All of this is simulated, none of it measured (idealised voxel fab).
This section sets out a process module, namely voxel wiring stack.
The width of the displayed cross-section, cut, is 145 nm; its cells are square, with a size of 5 nm.
Each cross-section below is a grid of square cells, stated as bands in top-down order, with one or more rows of cells making up each band. The band entry comprises the height of the band's top followed by the height of its bottom, expressed in nm, and subsequently the band's materials from left to right, each stated together with its width in nm. Where a single material is marked with the word "edge to edge", that material fills the band from edge to edge. The word "empty" represents empty space. It should be noted that heights are counted from 0, beneath which the wafer as supplied is of one material throughout, and that the lowest band possesses no lower boundary but continues downward, as written in "0 -> down". Note: "30..40" means the width goes from the first number (top row of the band) to the second number (bottom row) in equal steps per row of cells. For the purposes of this document, the phrase "nothing got changed" attached to a step denotes that no cell within the cross-section was modified by that step. Basically, "Completely sealed voids" tells you about the enclosed voids: empty spaces with no open way to the top, 8 cells or bigger, each written width x height at distance, where distance is from the left edge, all in nm. What comes after the settings on a step's line is commentary from the simulator itself on that step. "overlay nm" denotes, for a step that has a mask, the displacement of the mask to the right of its planned place, with negative values corresponding to the left.
Steps in the process plan
1. RECEIVE with material Si
2. CONFORMAL_DEP with material SiO2, thk nm 15
3. CONFORMAL_DEP with material SiN, thk nm 5
4. DIRECTIONAL_DEP with material lowk, thk nm 15
5. PATTERN with tone open, mask id METAL_1, material resist, width nm 25, pitch nm 45, thk nm 20, overlay nm 0
6. DIRECTIONAL_ETCH with etch materials lowk, depth nm 15
7. DIRECTIONAL_ETCH with etch materials SiN, depth nm 5
8. STRIP with etch materials resist
9. CONFORMAL_DEP with material TiN, thk nm 5
10. FILL_DEP with material W, thk nm 5
11. CMP with height nm 35
12. CONFORMAL_DEP with material SiCN, thk nm 5
13. DIRECTIONAL_DEP with material lowk, thk nm 15
14. PATTERN with tone open, mask id PLUG_1, material resist, width nm 15, thk nm 20, overlay nm 0
15. DIRECTIONAL_ETCH with etch materials lowk, depth nm 15
16. DIRECTIONAL_ETCH with etch materials SiCN, depth nm 5
17. STRIP with etch materials resist
18. EPI with material Ru, thk nm 10
19. EPI with material Ru, thk nm 10
20. DIRECTIONAL_DEP with material TiN, thk nm 5
21. DIRECTIONAL_DEP with material W, thk nm 25
22. DIRECTIONAL_DEP with material aC, thk nm 15
23. PATTERN with tone cover, mask id METAL_2, material resist, width nm 25, pitch nm 45, thk nm 35, overlay nm 0
24. DIRECTIONAL_ETCH with etch materials aC, depth nm 15
25. STRIP with etch materials resist
26. DIRECTIONAL_ETCH with etch materials W, depth nm 25
27. DIRECTIONAL_ETCH with etch materials TiN, depth nm 5
28. STRIP with etch materials aC
29. FILL_DEP with material lowk, thk nm 5
30. CMP with height nm 85
31. CONFORMAL_DEP with material SiN, thk nm 5
Of two wafers, the first: run according to plan
Cross-section: wafer on arrival = after step 1
> 0 -> down = Si edge to edge
> Completely sealed voids: none
The wafer in cross-section once step 2 is complete
> 15 -> 0 = SiO2 edge to edge
> At heights below 0, the structure remains unaltered.
The wafer in cross-section once step 3 is complete
> 20 -> 15 = SiN edge to edge
> At heights below 15, the structure remains unaltered.
The wafer in cross-section once step 4 is complete
> 35 -> 20 = lowk edge to edge
> At heights below 20, the structure remains unaltered.
The wafer in cross-section once step 5 is complete
> 55 -> 35 = resist: 35; empty: 25; resist: 20; empty: 25; resist: 40
> At heights below 35, the structure remains unaltered.
The wafer in cross-section once step 6 is complete
> 55 -> 35 = resist: 35; empty: 25; resist: 20; empty: 25; resist: 40
> 35 -> 20 = lowk: 35; empty: 25; lowk: 20; empty: 25; lowk: 40
> At heights below 20, the structure remains unaltered.
The wafer in cross-section once step 7 is complete
> 55 -> 35 = resist: 35; empty: 25; resist: 20; empty: 25; resist: 40
> 35 -> 20 = lowk: 35; empty: 25; lowk: 20; empty: 25; lowk: 40
> 20 -> 15 = SiN: 35; empty: 25; SiN: 20; empty: 25; SiN: 40
> At heights below 15, the structure remains unaltered.
The wafer in cross-section once step 8 is complete
> 35 -> 20 = lowk: 35; empty: 25; lowk: 20; empty: 25; lowk: 40
> At heights below 20, the structure remains unaltered.
The wafer in cross-section once step 9 is complete
> 40 -> 35 = TiN: 40; empty: 15; TiN: 30; empty: 15; TiN: 45
> 35 -> 20 = lowk: 35; TiN: 5; empty: 15; TiN: 5; lowk: 20; TiN: 5; empty: 15; TiN: 5; lowk: 40
> 20 -> 15 = SiN: 35; TiN: 25; SiN: 20; TiN: 25; SiN: 40
> At heights below 15, the structure remains unaltered.
The wafer in cross-section once step 10 is complete
> 45 -> 40 = W edge to edge
> 40 -> 35 = TiN: 40; W: 15; TiN: 30; W: 15; TiN: 45
> 35 -> 20 = lowk: 35; TiN: 5; W: 15; TiN: 5; lowk: 20; TiN: 5; W: 15; TiN: 5; lowk: 40
> At heights below 20, the structure remains unaltered.
The wafer in cross-section once step 11 is complete
> 35 -> 20 = lowk: 35; TiN: 5; W: 15; TiN: 5; lowk: 20; TiN: 5; W: 15; TiN: 5; lowk: 40
> At heights below 20, the structure remains unaltered.
The wafer in cross-section once step 12 is complete
> 40 -> 35 = SiCN edge to edge
> At heights below 35, the structure remains unaltered.
The wafer in cross-section once step 13 is complete
> 55 -> 40 = lowk edge to edge
> At heights below 40, the structure remains unaltered.
The wafer in cross-section once step 14 is complete
> 75 -> 55 = resist: 35; empty: 15; resist: 95
> At heights below 55, the structure remains unaltered.
The wafer in cross-section once step 15 is complete
> 75 -> 55 = resist: 35; empty: 15; resist: 95
> 55 -> 40 = lowk: 35; empty: 15; lowk: 95
> At heights below 40, the structure remains unaltered.
The wafer in cross-section once step 16 is complete
> 75 -> 55 = resist: 35; empty: 15; resist: 95
> 55 -> 40 = lowk: 35; empty: 15; lowk: 95
> 40 -> 35 = SiCN: 35; empty: 15; SiCN: 95
> At heights below 35, the structure remains unaltered.
The wafer in cross-section once step 17 is complete
> 55 -> 40 = lowk: 35; empty: 15; lowk: 95
> At heights below 40, the structure remains unaltered.
The wafer in cross-section once step 18 is complete
> 55 -> 45 = lowk: 35; empty: 15; lowk: 95
> 45 -> 40 = lowk: 35; Ru: 15; lowk: 95
> 40 -> 35 = SiCN: 35; Ru: 15; SiCN: 95
> At heights below 35, the structure remains unaltered.
The wafer in cross-section once step 19 is complete
> 55 -> 40 = lowk: 35; Ru: 15; lowk: 95
> At heights below 40, the structure remains unaltered.
The wafer in cross-section once step 20 is complete
> 60 -> 55 = TiN edge to edge
> At heights below 55, the structure remains unaltered.
The wafer in cross-section once step 21 is complete
> 85 -> 60 = W edge to edge
> At heights below 60, the structure remains unaltered.
The wafer in cross-section once step 22 is complete
> 100 -> 85 = aC edge to edge
> At heights below 85, the structure remains unaltered.
The wafer in cross-section once step 23 is complete
> 135 -> 100 = empty: 35; resist: 25; empty: 20; resist: 25; empty: 40
> At heights below 100, the structure remains unaltered.
The wafer in cross-section once step 24 is complete
> 120 -> 100 = empty: 35; resist: 25; empty: 20; resist: 25; empty: 40
> 100 -> 85 = empty: 35; aC: 25; empty: 20; aC: 25; empty: 40
> At heights below 85, the structure remains unaltered.
The wafer in cross-section once step 25 is complete
> 100 -> 85 = empty: 35; aC: 25; empty: 20; aC: 25; empty: 40
> At heights below 85, the structure remains unaltered.
The wafer in cross-section once step 26 is complete
> 100 -> 85 = empty: 35; aC: 25; empty: 20; aC: 25; empty: 40
> 85 -> 60 = empty: 35; W: 25; empty: 20; W: 25; empty: 40
> At heights below 60, the structure remains unaltered.
The wafer in cross-section once step 27 is complete
> 100 -> 85 = empty: 35; aC: 25; empty: 20; aC: 25; empty: 40
> 85 -> 60 = empty: 35; W: 25; empty: 20; W: 25; empty: 40
> 60 -> 55 = empty: 35; TiN: 25; empty: 20; TiN: 25; empty: 40
> At heights below 55, the structure remains unaltered.
The wafer in cross-section once step 28 is complete
> 85 -> 60 = empty: 35; W: 25; empty: 20; W: 25; empty: 40
> At heights below 60, the structure remains unaltered.
The wafer in cross-section once step 29 is complete
> 90 -> 85 = lowk edge to edge
> 85 -> 60 = lowk: 35; W: 25; lowk: 20; W: 25; lowk: 40
> 60 -> 55 = lowk: 35; TiN: 25; lowk: 20; TiN: 25; lowk: 40
> At heights below 55, the structure remains unaltered.
The wafer in cross-section once step 30 is complete
> 85 -> 60 = lowk: 35; W: 25; lowk: 20; W: 25; lowk: 40
> At heights below 60, the structure remains unaltered.
The wafer in cross-section once step 31 is complete
> 90 -> 85 = SiN edge to edge
> At heights below 85, the structure remains unaltered.
The second wafer: identical to the first at the outset and in its planned sequence, differing only in that one mistake was made during processing; up to and including step 13, its path is the first wafer's path
Second wafer, cross-section, planned end of step 14
> 75 -> 55 = resist: 45; empty: 15; resist: 85
> At heights below 55, the structure remains unaltered.
Second wafer, cross-section, planned end of step 15
> 75 -> 55 = resist: 45; empty: 15; resist: 85
> 55 -> 40 = lowk: 45; empty: 15; lowk: 85
> At heights below 40, the structure remains unaltered.
Second wafer, cross-section, planned end of step 16
> 75 -> 55 = resist: 45; empty: 15; resist: 85
> 55 -> 40 = lowk: 45; empty: 15; lowk: 85
> 40 -> 35 = SiCN: 45; empty: 15; SiCN: 85
> At heights below 35, the structure remains unaltered.
Second wafer, cross-section, planned end of step 17
> 55 -> 40 = lowk: 45; empty: 15; lowk: 85
> At heights below 40, the structure remains unaltered.
Second wafer, cross-section, planned end of step 18
> 55 -> 45 = lowk: 45; empty: 15; lowk: 85
> 45 -> 40 = lowk: 45; Ru: 15; lowk: 85
> 40 -> 35 = SiCN: 45; Ru: 15; SiCN: 85
> At heights below 35, the structure remains unaltered.
Second wafer, cross-section, planned end of step 19
> 55 -> 40 = lowk: 45; Ru: 15; lowk: 85
> At heights below 40, the structure remains unaltered.
Second wafer, cross-section, planned end of step 20
> 60 -> 55 = TiN edge to edge
> At heights below 55, the structure remains unaltered.
Second wafer, cross-section, planned end of step 21
> 85 -> 60 = W edge to edge
> At heights below 60, the structure remains unaltered.
Second wafer, cross-section, planned end of step 22
> 100 -> 85 = aC edge to edge
> At heights below 85, the structure remains unaltered.
Second wafer, cross-section, planned end of step 23
> 135 -> 100 = empty: 35; resist: 25; empty: 20; resist: 25; empty: 40
> At heights below 100, the structure remains unaltered.
Second wafer, cross-section, planned end of step 24
> 120 -> 100 = empty: 35; resist: 25; empty: 20; resist: 25; empty: 40
> 100 -> 85 = empty: 35; aC: 25; empty: 20; aC: 25; empty: 40
> At heights below 85, the structure remains unaltered.
Second wafer, cross-section, planned end of step 25
> 100 -> 85 = empty: 35; aC: 25; empty: 20; aC: 25; empty: 40
> At heights below 85, the structure remains unaltered.
Second wafer, cross-section, planned end of step 26
> 100 -> 85 = empty: 35; aC: 25; empty: 20; aC: 25; empty: 40
> 85 -> 60 = empty: 35; W: 25; empty: 20; W: 25; empty: 40
> At heights below 60, the structure remains unaltered.
Second wafer, cross-section, planned end of step 27
> 100 -> 85 = empty: 35; aC: 25; empty: 20; aC: 25; empty: 40
> 85 -> 60 = empty: 35; W: 25; empty: 20; W: 25; empty: 40
> 60 -> 55 = empty: 35; TiN: 25; empty: 20; TiN: 25; empty: 40
> At heights below 55, the structure remains unaltered.
Second wafer, cross-section, planned end of step 28
> 85 -> 60 = empty: 35; W: 25; empty: 20; W: 25; empty: 40
> At heights below 60, the structure remains unaltered.
Second wafer, cross-section, planned end of step 29
> 90 -> 85 = lowk edge to edge
> 85 -> 60 = lowk: 35; W: 25; lowk: 20; W: 25; lowk: 40
> 60 -> 55 = lowk: 35; TiN: 25; lowk: 20; TiN: 25; lowk: 40
> At heights below 55, the structure remains unaltered.
Second wafer, cross-section, planned end of step 30
> 85 -> 60 = lowk: 35; W: 25; lowk: 20; W: 25; lowk: 40
> At heights below 60, the structure remains unaltered.
Second wafer, cross-section, planned end of step 31
> 90 -> 85 = SiN edge to edge
> At heights below 85, the structure remains unaltered.
Run error: step 14 was not run as planned; what actually ran was PATTERN with tone open, mask id PLUG_1, material resist, width nm 15, thk nm 20, overlay nm 10
At the close, every material occupies the same number of cells on the second wafer as on the first, only in different positions.
